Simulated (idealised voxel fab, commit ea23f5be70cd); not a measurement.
The process module presented herein is designated voxel double patterning.
Square cells of 5 nm make up the cross-section cut, whose width is 200 nm.
A cross-section is written here as square cells arranged in a grid, and it is given in bands from the top down, each band taking up one or more rows of cells. Top, bottom (nm), then materials left to right with widths (nm); lone material tagged "all across" fills the whole band edge to edge; "empty" = empty space. Beneath 0, the wafer as received is one material, and that level is where height counting begins. The lowest band goes on downward without a bottom; it is written like "from 0 down". Width spec "30 to 40" -> top row of cells at first value, bottom row at second value, equal per-row change in between. Basically "no alteration" means that step didn't change any cell in the cross-section. Entry "Encapsulated voids" = empty spaces >= 8 cells with no open way to the top; each as width x height at distance, distance from left edge, all nm. Where a step's line continues beyond its settings, the continuation is a remark by the simulator itself on that step. overlay nm: where the mask lay relative to plan, measured to the right, on steps with a mask; negatives go left.
### Process steps foreseen in the plan
1: RECEIVE [material Si]
2: CONFORMAL_DEP [material SiO2] [thk nm 10]
3: DIRECTIONAL_DEP [material W] [thk nm 10]
4: DIRECTIONAL_DEP [material SiN] [thk nm 10]
5: MASKED_ETCH [tone open] [mask id FIRST] [width nm 15] [pitch nm 50] [etch materials SiN] [depth nm 10] [overlay nm 0]
6: MASKED_ETCH [tone open] [mask id SECOND] [width nm 15] [etch materials SiN] [depth nm 10] [overlay nm 0]
7: DIRECTIONAL_ETCH [etch materials W] [depth nm 10]
8: STRIP [etch materials SiN]
### Incoming wafer, cross-sectional view, post step 1
* from 0 down: Si all across
* Encapsulated voids: none
### Looking at the first of two wafers in cross-section at end of module - ran to plan
* from 20 to 10: 65 of W; 15 of empty; 10 of W; 15 of empty; 10 of W; 15 of empty; 70 of W
* from 10 to 0: SiO2 all across
* from 0 down: Si all across
* Encapsulated voids: none
### Second of two wafers, module complete, sectioned: it shares the first wafer's start and plan but was run with one mistake
* from 20 to 15: 65 of W; 15 of empty; 10 of W; 15 of empty; 10 of W; 15 of empty; 70 of W
* from 15 to 10: W all across
* from 10 to 0: SiO2 all across
* from 0 down: Si all across
* Encapsulated voids: none
Heads up, the wafer didn't run the way we planned it: it should be noted that step 7 was executed with settings other than those planned, the operation and settings actually applied being DIRECTIONAL_ETCH [etch materials W] [depth nm 5]
Cell-count delta at end, second wafer over first, by material: W +9
